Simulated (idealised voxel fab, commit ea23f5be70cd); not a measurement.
The name of this process module is voxel spacer lines.
Shown is cross-section cut, with a width of 175 nm and square cells of size 5 nm.
A cross-section is a grid of square cells, given in bands from the top down. A band is one or more rows of cells.
Within each band entry, the heights of the top and of the bottom of the band appear first, in that order and in nm; the materials of the band then follow from left to right, each with its corresponding width in nm. The designation "full width" on a single material indicates that it fills the band from edge to edge; the designation "empty" indicates empty space.
Zero point of the height axis is 0; under it, received wafer = one material. Lowest band: continues down indefinitely, "0 and below".
Graded width ("30 to 40"): value in top row of band = first number; value in bottom row = second number; row-to-row change constant.
Reading "no modifications" for a step: not a cell of the cross-section changed in it.
"Enclosed void inventory" specifies each empty space that is not open to the top and that occupies no fewer than 8 cells, using the form width x height at distance, the distance measured from the left edge and all three quantities in nm.
Formally, on a step line, whatever follows the settings is a remark that the simulator itself makes on the step.
Among the settings permitted on a step's line is "overlay nm"; applied to a step with a mask, it specifies the extent to which the mask lay to the right of its planned position, whereas a negative figure signifies a position to the left.
## Steps planned for the process
step 1: RECEIVE,material Si
step 2: CONFORMAL_DEP,material Al2O3,thk nm 5
step 3: DIRECTIONAL_DEP,material SiN,thk nm 10
step 4: DIRECTIONAL_DEP,material polySi,thk nm 30
step 5: PATTERN,tone cover,mask id MANDREL,material resist,width nm 15,pitch nm 50,thk nm 35,overlay nm 0
step 6: DIRECTIONAL_ETCH,etch materials polySi,depth nm 30
step 7: STRIP,etch materials resist
step 8: CONFORMAL_DEP,material SiO2,thk nm 10
step 9: DIRECTIONAL_ETCH,etch materials SiO2,depth nm 10
step 10: STRIP,etch materials polySi
step 11: DIRECTIONAL_ETCH,etch materials SiN,depth nm 5
step 12: STRIP,etch materials SiO2
step 13: FILL_DEP,material SiO2,thk nm 5
step 14: CMP,height nm 15
Heads up: all these wafers start the same, and what changes between them is the depth nm in step 11. The value you see in the plan is just what the first wafer got.
## As received, i.e. after step 1: cross-section through the first of several wafers
- 0 and below | Si full width
- Enclosed void inventory: none
## Quick look at the cross-section of the first of several wafers after step 14, which wraps up the module
- 15 down to 10 | SiO2=45 | SiN=10 | SiO2=15 | SiN=10 | SiO2=15 | SiN=10 | SiO2=15 | SiN=10 | SiO2=45
- 10 down to 5 | SiN full width
- 5 down to 0 | Al2O3 full width
- 0 and below | Si full width
- Enclosed void inventory: none
## The last wafer as seen in cross-section at the end of the module
- 15 down to 5 | SiO2=45 | SiN=10 | SiO2=15 | SiN=10 | SiO2=15 | SiN=10 | SiO2=15 | SiN=10 | SiO2=45
- 5 down to 0 | Al2O3 full width
- 0 and below | Si full width
- Enclosed void inventory: none
## Heads up, this table goes wafer by wafer. A row tells you, at the end of the module, how many cells of each material that wafer has put on (+) or dropped (-) since it was received, and then its closed voids
depth nm 5 | +35 Al2O3 | +43 SiN | +27 SiO2 | Enclosed void inventory: none
depth nm 10 | +35 Al2O3 | +16 SiN | +54 SiO2 | Enclosed void inventory: none
depth nm 15 | +35 Al2O3 | +16 SiN | +54 SiO2 | Enclosed void inventory: none
depth nm 20 | +35 Al2O3 | +16 SiN | +54 SiO2 | Enclosed void inventory: none
depth nm 25 | +35 Al2O3 | +16 SiN | +54 SiO2 | Enclosed void inventory: none
